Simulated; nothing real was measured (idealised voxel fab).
Process module name: voxel wiring stack
The cross-section shown here is cut; it is 290 nm wide and divided into square cells measuring 5 nm on a side.
Cross-section spec: square-cell grid; bands listed top down; each band is one or more rows.
Look at the band entry: it leads with the top's height and the bottom's height in nm. Then it lists the materials left to right, with a width in nm for each. The word "edge to edge" on a single material says that material fills the band edge to edge. The word "air" is empty space.
Height is counted from the level 0, under which the received wafer is composed throughout of one material. The lowest of the bands is not closed at the bottom but continues downward, in the notation "top 0, no bottom".
Width spec "30 to 40" -> top row of cells at first value, bottom row at second value, equal per-row change in between.
The designation "no alterations made", where it is given for a processing step, indicates that no cell of the cross-section was altered in the course of that step.
Each empty space that has no open way to the top and spans at least 8 cells appears under "Sealed cavities" as width x height at distance, the distance counted from the left edge, all in nm.
That trailing text on a step's line, after the settings, is the simulator's own remark on the step.
overlay nm: right-of-plan distance of the mask on a masked step; negative values mean left-of-plan.

### The following list gives the planned process steps
1 RECEIVE, material Si
2 CONFORMAL_DEP, material SiO2, thk nm 15
3 DIRECTIONAL_DEP, material TiN, thk nm 5
4 DIRECTIONAL_DEP, material W, thk nm 20
5 DIRECTIONAL_DEP, material aC, thk nm 10
6 PATTERN, tone cover, mask id METAL_1, material resist, width nm 25, pitch nm 45, thk nm 30, overlay nm 0
7 DIRECTIONAL_ETCH, etch materials aC, depth nm 10
8 STRIP, etch materials resist
9 DIRECTIONAL_ETCH, etch materials W, depth nm 20
10 DIRECTIONAL_ETCH, etch materials TiN, depth nm 5
11 STRIP, etch materials aC
12 CONFORMAL_DEP, material SiN, thk nm 5
13 FILL_DEP, material lowk, thk nm 10
14 CMP, height nm 40
15 CONFORMAL_DEP, material SiCN, thk nm 5
16 DIRECTIONAL_DEP, material SiO2, thk nm 20
17 DIRECTIONAL_DEP, material aC, thk nm 10
18 PATTERN, tone open, mask id PLUG_1, material resist, width nm 15, pitch nm 45, thk nm 25, overlay nm 0
19 DIRECTIONAL_ETCH, etch materials aC, depth nm 10
20 STRIP, etch materials resist
21 DIRECTIONAL_ETCH, etch materials SiO2, depth nm 20
22 DIRECTIONAL_ETCH, etch materials SiCN, depth nm 5
23 STRIP, etch materials aC
24 CONFORMAL_DEP, material TiN, thk nm 5
25 FILL_DEP, material Cu, thk nm 5
26 CMP, height nm 65
27 DIRECTIONAL_DEP, material TiN, thk nm 5
28 DIRECTIONAL_DEP, material W, thk nm 15
29 DIRECTIONAL_DEP, material aC, thk nm 10
30 PATTERN, tone cover, mask id METAL_2, material resist, width nm 25, pitch nm 45, thk nm 30, overlay nm 0
31 DIRECTIONAL_ETCH, etch materials aC, depth nm 10
32 STRIP, etch materials resist
33 DIRECTIONAL_ETCH, etch materials W, depth nm 15
34 DIRECTIONAL_ETCH, etch materials TiN, depth nm 5
35 STRIP, etch materials aC
36 CONFORMAL_DEP, material SiCN, thk nm 5
37 FILL_DEP, material SiO2, thk nm 10
38 CMP, height nm 85
39 CONFORMAL_DEP, material SiCN, thk nm 5
40 DIRECTIONAL_DEP, material lowk, thk nm 10
41 MASKED_ETCH, tone open, mask id PLUG_2, width nm 15, pitch nm 45, etch materials lowk, depth nm 10, overlay nm 0
42 MASKED_ETCH, tone open, mask id PLUG_2, width nm 15, pitch nm 45, etch materials SiCN, depth nm 5, overlay nm 0
43 CONFORMAL_DEP, material TiN, thk nm 5
44 FILL_DEP, material W, thk nm 10
45 CMP, height nm 100
46 CONFORMAL_DEP, material SiN, thk nm 5
47 DIRECTIONAL_DEP, material SiO2, thk nm 20
48 PATTERN, tone open, mask id METAL_3, material resist, width nm 25, pitch nm 45, thk nm 20, overlay nm 0
49 DIRECTIONAL_ETCH, etch materials SiO2, depth nm 20
50 DIRECTIONAL_ETCH, etch materials SiN, depth nm 5
51 STRIP, etch materials resist
52 CONFORMAL_DEP, material TiN, thk nm 5
53 FILL_DEP, material Ru, thk nm 10
54 CMP, height nm 125
55 CONFORMAL_DEP, material SiN, thk nm 5

### Cross-section of the wafer at receipt, which is the condition after step 1
* top 0, no bottom: Si edge to edge
* Sealed cavities: none

### Here's the cross-section of the first of our two wafers at the end of the module - it ran as planned
* top 130, bottom 125: SiN edge to edge
* top 125, bottom 105: 85 of SiO2, then 5 of TiN, then 15 of Ru, then 5 of TiN, then 20 of SiO2, then 5 of TiN, then 15 of Ru, then 5 of TiN, then 20 of SiO2, then 5 of TiN, then 15 of Ru, then 5 of TiN, then 90 of SiO2
* top 105, bottom 100: 85 of SiN, then 25 of TiN, then 20 of SiN, then 25 of TiN, then 20 of SiN, then 25 of TiN, then 90 of SiN
* top 100, bottom 90: 85 of lowk, then 5 of TiN, then 5 of W, then 5 of TiN, then 30 of lowk, then 5 of TiN, then 5 of W, then 5 of TiN, then 30 of lowk, then 5 of TiN, then 5 of W, then 5 of TiN, then 100 of lowk
* top 90, bottom 85: 85 of SiCN, then 15 of TiN, then 30 of SiCN, then 15 of TiN, then 30 of SiCN, then 15 of TiN, then 100 of SiCN
* top 85, bottom 70: 80 of SiO2, then 5 of SiCN, then 25 of W, then 5 of SiCN, then 10 of SiO2, then 5 of SiCN, then 25 of W, then 5 of SiCN, then 10 of SiO2, then 5 of SiCN, then 25 of W, then 5 of SiCN, then 85 of SiO2
* top 70, bottom 65: 85 of SiCN, then 25 of TiN, then 20 of SiCN, then 25 of TiN, then 20 of SiCN, then 25 of TiN, then 90 of SiCN
* top 65, bottom 45: 85 of SiO2, then 5 of TiN, then 5 of Cu, then 5 of TiN, then 30 of SiO2, then 5 of TiN, then 5 of Cu, then 5 of TiN, then 30 of SiO2, then 5 of TiN, then 5 of Cu, then 5 of TiN, then 100 of SiO2
* top 45, bottom 40: 85 of SiCN, then 15 of TiN, then 30 of SiCN, then 15 of TiN, then 30 of SiCN, then 15 of TiN, then 100 of SiCN
* top 40, bottom 20: 80 of lowk, then 5 of SiN, then 25 of W, then 5 of SiN, then 10 of lowk, then 5 of SiN, then 25 of W, then 5 of SiN, then 10 of lowk, then 5 of SiN, then 25 of W, then 5 of SiN, then 85 of lowk
* top 20, bottom 15: 85 of SiN, then 25 of TiN, then 20 of SiN, then 25 of TiN, then 20 of SiN, then 25 of TiN, then 90 of SiN
* top 15, bottom 0: SiO2 edge to edge
* top 0, no bottom: Si edge to edge
* Sealed cavities: none

### Second wafer through the module, sectioned at the end: same beginning and same plan as the first wafer, with one mistake in carrying it out
* top 130, bottom 125: SiN edge to edge
* top 125, bottom 105: 85 of SiO2, then 5 of TiN, then 15 of Ru, then 5 of TiN, then 20 of SiO2, then 5 of TiN, then 15 of Ru, then 5 of TiN, then 20 of SiO2, then 5 of TiN, then 15 of Ru, then 5 of TiN, then 90 of SiO2
* top 105, bottom 100: 85 of SiN, then 25 of TiN, then 20 of SiN, then 25 of TiN, then 20 of SiN, then 25 of TiN, then 90 of SiN
* top 100, bottom 90: 85 of lowk, then 5 of TiN, then 5 of W, then 5 of TiN, then 30 of lowk, then 5 of TiN, then 5 of W, then 5 of TiN, then 30 of lowk, then 5 of TiN, then 5 of W, then 5 of TiN, then 100 of lowk
* top 90, bottom 85: 85 of SiCN, then 15 of TiN, then 30 of SiCN, then 15 of TiN, then 30 of SiCN, then 15 of TiN, then 100 of SiCN
* top 85, bottom 70: 80 of SiO2, then 5 of SiCN, then 25 of W, then 5 of SiCN, then 10 of SiO2, then 5 of SiCN, then 25 of W, then 5 of SiCN, then 10 of SiO2, then 5 of SiCN, then 25 of W, then 5 of SiCN, then 85 of SiO2
* top 70, bottom 65: 85 of SiCN, then 25 of TiN, then 20 of SiCN, then 25 of TiN, then 20 of SiCN, then 25 of TiN, then 90 of SiCN
* top 65, bottom 45: 85 of SiO2, then 5 of TiN, then 5 of Cu, then 5 of TiN, then 30 of SiO2, then 5 of TiN, then 5 of Cu, then 5 of TiN, then 30 of SiO2, then 5 of TiN, then 5 of Cu, then 5 of TiN, then 100 of SiO2
* top 45, bottom 40: 85 of SiCN, then 15 of TiN, then 30 of SiCN, then 15 of TiN, then 30 of SiCN, then 15 of TiN, then 100 of SiCN
* top 40, bottom 35: 80 of lowk, then 5 of SiN, then 25 of W, then 5 of SiN, then 10 of lowk, then 5 of SiN, then 25 of W, then 5 of SiN, then 10 of lowk, then 5 of SiN, then 25 of W, then 5 of SiN, then 85 of lowk
* top 35, bottom 30: 85 of SiN, then 25 of TiN, then 20 of SiN, then 25 of TiN, then 20 of SiN, then 25 of TiN, then 90 of SiN
* top 30, bottom 0: SiO2 edge to edge
* top 0, no bottom: Si edge to edge
* Sealed cavities: none
Processing error: in the plan, step 2 was performed twice
at the end the second wafer has, in cells: SiN: 18 fewer; SiO2: 174 more; W: 45 fewer; lowk: 111 fewer
